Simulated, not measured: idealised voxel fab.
process module | voxel wiring stack
cross-section cut | 290 nm wide | cells 5 nm
A cross-section is a grid of square cells, given in bands from the top down. A band is one or more rows of cells.
Each band's line starts with the height of the band's top and of its bottom, in nm. Then come its materials from left to right, each with its width in nm. One material with "throughout" fills the band from edge to edge. "air" is empty space.
Height 0 is the level under which the wafer as received is all one material. The lowest band goes on downwards, as in "0 down".
A width such as "30 to 40" changes by the same amount from each row of cells to the next, from the band's top row to its bottom row.
"no change" after a step means that no cell of the cross-section changed.
closed voids: empty space of 8 cells or more with no open way to the top, each as width x height at its distance from the left edge, in nm
after a step's settings: what the simulator itself notes on the step
overlay nm, on a step with a mask: how far to the right of its planned place the mask lay; to the left if negative
plan
1 op RECEIVE | material Si
2 op CONFORMAL_DEP | material SiO2 | thk nm 15
3 op DIRECTIONAL_DEP | material TiN | thk nm 5
4 op DIRECTIONAL_DEP | material W | thk nm 15
5 op DIRECTIONAL_DEP | material aC | thk nm 10
6 op PATTERN | tone cover | mask id METAL_1 | material resist | width nm 25 | pitch nm 50 | thk nm 25 | overlay nm 0
7 op DIRECTIONAL_ETCH | etch materials aC | depth nm 10
8 op STRIP | etch materials resist
9 op DIRECTIONAL_ETCH | etch materials W | depth nm 15
10 op DIRECTIONAL_ETCH | etch materials TiN | depth nm 5
11 op STRIP | etch materials aC
12 op FILL_DEP | material SiO2 | thk nm 5
13 op CMP | height nm 35
14 op CONFORMAL_DEP | material SiCN | thk nm 5
15 op DIRECTIONAL_DEP | material SiO2 | thk nm 20
16 op MASKED_ETCH | tone open | mask id PLUG_1 | width nm 15 | etch materials SiO2 | depth nm 20 | overlay nm 0
17 op MASKED_ETCH | tone open | mask id PLUG_1 | width nm 15 | etch materials SiCN | depth nm 5 | overlay nm 0
18 op EPI | material Ru | thk nm 10
19 op EPI | material Ru | thk nm 10
20 op EPI | material Ru | thk nm 5
21 op CONFORMAL_DEP | material SiCN | thk nm 5
22 op DIRECTIONAL_DEP | material lowk | thk nm 25
23 op PATTERN | tone open | mask id METAL_2 | material resist | width nm 25 | pitch nm 50 | thk nm 20 | overlay nm 0
24 op DIRECTIONAL_ETCH | etch materials lowk | depth nm 25
25 op DIRECTIONAL_ETCH | etch materials SiCN | depth nm 5
26 op STRIP | etch materials resist
27 op CONFORMAL_DEP | material TiN | thk nm 5
28 op FILL_DEP | material Ru | thk nm 5
29 op CMP | height nm 90
30 op EPI | material Ru | thk nm 5
31 op FILL_DEP | material SiCN | thk nm 5
32 op DIRECTIONAL_DEP | material SiO2 | thk nm 20
33 op DIRECTIONAL_DEP | material aC | thk nm 10
34 op PATTERN | tone open | mask id PLUG_2 | material resist | width nm 15 | pitch nm 50 | thk nm 25 | overlay nm 0
35 op DIRECTIONAL_ETCH | etch materials aC | depth nm 10
36 op STRIP | etch materials resist
37 op DIRECTIONAL_ETCH | etch materials SiO2 | depth nm 20
38 op DIRECTIONAL_ETCH | etch materials SiCN | depth nm 5
39 op STRIP | etch materials aC
40 op EPI | material Ru | thk nm 10
41 op EPI | material Ru | thk nm 10
42 op EPI | material Ru | thk nm 5
43 op CONFORMAL_DEP | material SiCN | thk nm 5
44 op DIRECTIONAL_DEP | material SiO2 | thk nm 25
45 op DIRECTIONAL_DEP | material aC | thk nm 15
46 op PATTERN | tone open | mask id METAL_3 | material resist | width nm 25 | pitch nm 50 | thk nm 35 | overlay nm 0
47 op DIRECTIONAL_ETCH | etch materials aC | depth nm 15
48 op STRIP | etch materials resist
49 op DIRECTIONAL_ETCH | etch materials SiO2 | depth nm 25
50 op DIRECTIONAL_ETCH | etch materials SiCN | depth nm 5
51 op STRIP | etch materials aC
52 op CONFORMAL_DEP | material TiN | thk nm 5
53 op FILL_DEP | material Cu | thk nm 5
54 op CMP | height nm 150
55 op CONFORMAL_DEP | material SiN | thk nm 5
first wafer, as planned
as received, after step 1
  0 down: Si throughout
  closed voids: none
after step 2
  15 to 0: SiO2 throughout
  below 0: unchanged
after step 3
  20 to 15: TiN throughout
  below 15: unchanged
after step 4
  35 to 20: W throughout
  below 20: unchanged
after step 5
  45 to 35: aC throughout
  below 35: unchanged
after step 6
  70 to 45: air 105 | resist 25 | air 25 | resist 25 | air 110
  below 45: unchanged
after step 7
  60 to 45: air 105 | resist 25 | air 25 | resist 25 | air 110
  45 to 35: air 105 | aC 25 | air 25 | aC 25 | air 110
  below 35: unchanged
after step 8
  45 to 35: air 105 | aC 25 | air 25 | aC 25 | air 110
  below 35: unchanged
after step 9
  45 to 35: air 105 | aC 25 | air 25 | aC 25 | air 110
  35 to 20: air 105 | W 25 | air 25 | W 25 | air 110
  below 20: unchanged
after step 10
  45 to 35: air 105 | aC 25 | air 25 | aC 25 | air 110
  35 to 20: air 105 | W 25 | air 25 | W 25 | air 110
  20 to 15: air 105 | TiN 25 | air 25 | TiN 25 | air 110
  below 15: unchanged
after step 11
  35 to 20: air 105 | W 25 | air 25 | W 25 | air 110
  below 20: unchanged
after step 12
  40 to 35: SiO2 throughout
  35 to 20: SiO2 105 | W 25 | SiO2 25 | W 25 | SiO2 110
  20 to 15: SiO2 105 | TiN 25 | SiO2 25 | TiN 25 | SiO2 110
  below 15: unchanged
after step 13
  35 to 20: SiO2 105 | W 25 | SiO2 25 | W 25 | SiO2 110
  below 20: unchanged
after step 14
  40 to 35: SiCN throughout
  below 35: unchanged
after step 15
  60 to 40: SiO2 throughout
  below 40: unchanged
after step 16
  60 to 40: SiO2 105 | air 15 | SiO2 170
  below 40: unchanged
after step 17
  60 to 40: SiO2 105 | air 15 | SiO2 170
  40 to 35: SiCN 105 | air 15 | SiCN 170
  below 35: unchanged
after step 18
  60 to 45: SiO2 105 | air 15 | SiO2 170
  45 to 40: SiO2 105 | Ru 15 | SiO2 170
  40 to 35: SiCN 105 | Ru 15 | SiCN 170
  below 35: unchanged
after step 19
  60 to 55: SiO2 105 | air 15 | SiO2 170
  55 to 40: SiO2 105 | Ru 15 | SiO2 170
  below 40: unchanged
after step 20
  60 to 40: SiO2 105 | Ru 15 | SiO2 170
  below 40: unchanged
after step 21
  65 to 60: SiCN throughout
  below 60: unchanged
after step 22
  90 to 65: lowk throughout
  below 65: unchanged
after step 23
  110 to 90: resist 105 | air 25 | resist 25 | air 25 | resist 110
  below 90: unchanged
after step 24
  110 to 90: resist 105 | air 25 | resist 25 | air 25 | resist 110
  90 to 65: lowk 105 | air 25 | lowk 25 | air 25 | lowk 110
  below 65: unchanged
after step 25
  110 to 90: resist 105 | air 25 | resist 25 | air 25 | resist 110
  90 to 65: lowk 105 | air 25 | lowk 25 | air 25 | lowk 110
  65 to 60: SiCN 105 | air 25 | SiCN 25 | air 25 | SiCN 110
  below 60: unchanged
after step 26
  90 to 65: lowk 105 | air 25 | lowk 25 | air 25 | lowk 110
  below 65: unchanged
after step 27
  95 to 90: TiN 110 | air 15 | TiN 35 | air 15 | TiN 115
  90 to 65: lowk 105 | TiN 5 | air 15 | TiN 5 | lowk 25 | TiN 5 | air 15 | TiN 5 | lowk 110
  65 to 60: SiCN 105 | TiN 25 | SiCN 25 | TiN 25 | SiCN 110
  below 60: unchanged
after step 28
  100 to 95: Ru throughout
  95 to 90: TiN 110 | Ru 15 | TiN 35 | Ru 15 | TiN 115
  90 to 65: lowk 105 | TiN 5 | Ru 15 | TiN 5 | lowk 25 | TiN 5 | Ru 15 | TiN 5 | lowk 110
  below 65: unchanged
after step 29
  90 to 65: lowk 105 | TiN 5 | Ru 15 | TiN 5 | lowk 25 | TiN 5 | Ru 15 | TiN 5 | lowk 110
  below 65: unchanged
after step 30
  95 to 90: air 100 | Ru 35 | air 15 | Ru 35 | air 105
  below 90: unchanged
after step 31
  100 to 95: SiCN throughout
  95 to 90: SiCN 100 | Ru 35 | SiCN 15 | Ru 35 | SiCN 105
  below 90: unchanged
after step 32
  120 to 100: SiO2 throughout
  below 100: unchanged
after step 33
  130 to 120: aC throughout
  below 120: unchanged
after step 34
  155 to 130: resist 105 | air 15 | resist 35 | air 15 | resist 120
  below 130: unchanged
after step 35
  145 to 130: resist 105 | air 15 | resist 35 | air 15 | resist 120
  130 to 120: aC 105 | air 15 | aC 35 | air 15 | aC 120
  below 120: unchanged
after step 36
  130 to 120: aC 105 | air 15 | aC 35 | air 15 | aC 120
  below 120: unchanged
after step 37
  130 to 120: aC 105 | air 15 | aC 35 | air 15 | aC 120
  120 to 100: SiO2 105 | air 15 | SiO2 35 | air 15 | SiO2 120
  below 100: unchanged
after step 38
  130 to 120: aC 105 | air 15 | aC 35 | air 15 | aC 120
  120 to 100: SiO2 105 | air 15 | SiO2 35 | air 15 | SiO2 120
  100 to 95: SiCN 105 | air 15 | SiCN 35 | air 15 | SiCN 120
  below 95: unchanged
after step 39
  120 to 100: SiO2 105 | air 15 | SiO2 35 | air 15 | SiO2 120
  below 100: unchanged
after step 40
  120 to 105: SiO2 105 | air 15 | SiO2 35 | air 15 | SiO2 120
  105 to 100: SiO2 105 | Ru 15 | SiO2 35 | Ru 15 | SiO2 120
  100 to 90: SiCN 105 to 100 | Ru 15 to 35 | SiCN 35 to 15 | Ru 15 to 35 | SiCN 120 to 105
  below 90: unchanged
after step 41
  120 to 115: SiO2 105 | air 15 | SiO2 35 | air 15 | SiO2 120
  115 to 100: SiO2 105 | Ru 15 | SiO2 35 | Ru 15 | SiO2 120
  below 100: unchanged
after step 42
  120 to 100: SiO2 105 | Ru 15 | SiO2 35 | Ru 15 | SiO2 120
  below 100: unchanged
after step 43
  125 to 120: SiCN throughout
  below 120: unchanged
after step 44
  150 to 125: SiO2 throughout
  below 125: unchanged
after step 45
  165 to 150: aC throughout
  below 150: unchanged
after step 46
  200 to 165: resist 105 | air 25 | resist 25 | air 25 | resist 110
  below 165: unchanged
after step 47
  185 to 165: resist 105 | air 25 | resist 25 | air 25 | resist 110
  165 to 150: aC 105 | air 25 | aC 25 | air 25 | aC 110
  below 150: unchanged
after step 48
  165 to 150: aC 105 | air 25 | aC 25 | air 25 | aC 110
  below 150: unchanged
after step 49
  165 to 150: aC 105 | air 25 | aC 25 | air 25 | aC 110
  150 to 125: SiO2 105 | air 25 | SiO2 25 | air 25 | SiO2 110
  below 125: unchanged
after step 50
  165 to 150: aC 105 | air 25 | aC 25 | air 25 | aC 110
  150 to 125: SiO2 105 | air 25 | SiO2 25 | air 25 | SiO2 110
  125 to 120: SiCN 105 | air 25 | SiCN 25 | air 25 | SiCN 110
  below 120: unchanged
after step 51
  150 to 125: SiO2 105 | air 25 | SiO2 25 | air 25 | SiO2 110
  below 125: unchanged
after step 52
  155 to 150: TiN 110 | air 15 | TiN 35 | air 15 | TiN 115
  150 to 125: SiO2 105 | TiN 5 | air 15 | TiN 5 | SiO2 25 | TiN 5 | air 15 | TiN 5 | SiO2 110
  125 to 120: SiCN 105 | TiN 25 | SiCN 25 | TiN 25 | SiCN 110
  below 120: unchanged
after step 53
  160 to 155: Cu throughout
  155 to 150: TiN 110 | Cu 15 | TiN 35 | Cu 15 | TiN 115
  150 to 125: SiO2 105 | TiN 5 | Cu 15 | TiN 5 | SiO2 25 | TiN 5 | Cu 15 | TiN 5 | SiO2 110
  below 125: unchanged
after step 54
  150 to 125: SiO2 105 | TiN 5 | Cu 15 | TiN 5 | SiO2 25 | TiN 5 | Cu 15 | TiN 5 | SiO2 110
  below 125: unchanged
after step 55
  155 to 150: SiN throughout
  below 150: unchanged
second wafer: like start, like plan, one mistake. Through step 33 it matches the first wafer
when step 34 should have ended
  155 to 130: resist 110 | air 15 | resist 35 | air 15 | resist 115
  below 130: unchanged
when step 35 should have ended
  145 to 130: resist 110 | air 15 | resist 35 | air 15 | resist 115
  130 to 120: aC 110 | air 15 | aC 35 | air 15 | aC 115
  below 120: unchanged
when step 36 should have ended
  130 to 120: aC 110 | air 15 | aC 35 | air 15 | aC 115
  below 120: unchanged
when step 37 should have ended
  130 to 120: aC 110 | air 15 | aC 35 | air 15 | aC 115
  120 to 100: SiO2 110 | air 15 | SiO2 35 | air 15 | SiO2 115
  below 100: unchanged
when step 38 should have ended
  130 to 120: aC 110 | air 15 | aC 35 | air 15 | aC 115
  120 to 100: SiO2 110 | air 15 | SiO2 35 | air 15 | SiO2 115
  100 to 95: SiCN 110 | air 15 | SiCN 35 | air 15 | SiCN 115
  below 95: unchanged
when step 39 should have ended
  120 to 100: SiO2 110 | air 15 | SiO2 35 | air 15 | SiO2 115
  below 100: unchanged
when step 40 should have ended
  120 to 105: SiO2 110 | air 15 | SiO2 35 | air 15 | SiO2 115
  105 to 100: SiO2 110 | Ru 15 | SiO2 35 | Ru 15 | SiO2 115
  100 to 90: SiCN 110 to 100 | Ru 15 to 35 | SiCN 35 to 15 | Ru 15 to 35 | SiCN 115 to 105
  below 90: unchanged
when step 41 should have ended
  120 to 115: SiO2 110 | air 15 | SiO2 35 | air 15 | SiO2 115
  115 to 100: SiO2 110 | Ru 15 | SiO2 35 | Ru 15 | SiO2 115
  below 100: unchanged
when step 42 should have ended
  120 to 100: SiO2 110 | Ru 15 | SiO2 35 | Ru 15 | SiO2 115
  below 100: unchanged
when step 43 should have ended
  125 to 120: SiCN throughout
  below 120: unchanged
when step 44 should have ended
  150 to 125: SiO2 throughout
  below 125: unchanged
when step 45 should have ended
  165 to 150: aC throughout
  below 150: unchanged
when step 46 should have ended
  200 to 165: resist 105 | air 25 | resist 25 | air 25 | resist 110
  below 165: unchanged
when step 47 should have ended
  185 to 165: resist 105 | air 25 | resist 25 | air 25 | resist 110
  165 to 150: aC 105 | air 25 | aC 25 | air 25 | aC 110
  below 150: unchanged
when step 48 should have ended
  165 to 150: aC 105 | air 25 | aC 25 | air 25 | aC 110
  below 150: unchanged
when step 49 should have ended
  165 to 150: aC 105 | air 25 | aC 25 | air 25 | aC 110
  150 to 125: SiO2 105 | air 25 | SiO2 25 | air 25 | SiO2 110
  below 125: unchanged
when step 50 should have ended
  165 to 150: aC 105 | air 25 | aC 25 | air 25 | aC 110
  150 to 125: SiO2 105 | air 25 | SiO2 25 | air 25 | SiO2 110
  125 to 120: SiCN 105 | air 25 | SiCN 25 | air 25 | SiCN 110
  below 120: unchanged
when step 51 should have ended
  150 to 125: SiO2 105 | air 25 | SiO2 25 | air 25 | SiO2 110
  below 125: unchanged
when step 52 should have ended
  155 to 150: TiN 110 | air 15 | TiN 35 | air 15 | TiN 115
  150 to 125: SiO2 105 | TiN 5 | air 15 | TiN 5 | SiO2 25 | TiN 5 | air 15 | TiN 5 | SiO2 110
  125 to 120: SiCN 105 | TiN 25 | SiCN 25 | TiN 25 | SiCN 110
  below 120: unchanged
when step 53 should have ended
  160 to 155: Cu throughout
  155 to 150: TiN 110 | Cu 15 | TiN 35 | Cu 15 | TiN 115
  150 to 125: SiO2 105 | TiN 5 | Cu 15 | TiN 5 | SiO2 25 | TiN 5 | Cu 15 | TiN 5 | SiO2 110
  below 125: unchanged
when step 54 should have ended
  150 to 125: SiO2 105 | TiN 5 | Cu 15 | TiN 5 | SiO2 25 | TiN 5 | Cu 15 | TiN 5 | SiO2 110
  below 125: unchanged
when step 55 should have ended
  155 to 150: SiN throughout
  below 150: unchanged
what went wrong: step 34 ran as: op PATTERN | tone open | mask id PLUG_2 | material resist | width nm 15 | pitch nm 50 | thk nm 25 | overlay nm 5
at the end the second wafer has, in cells: as many of each material as the first, in other places
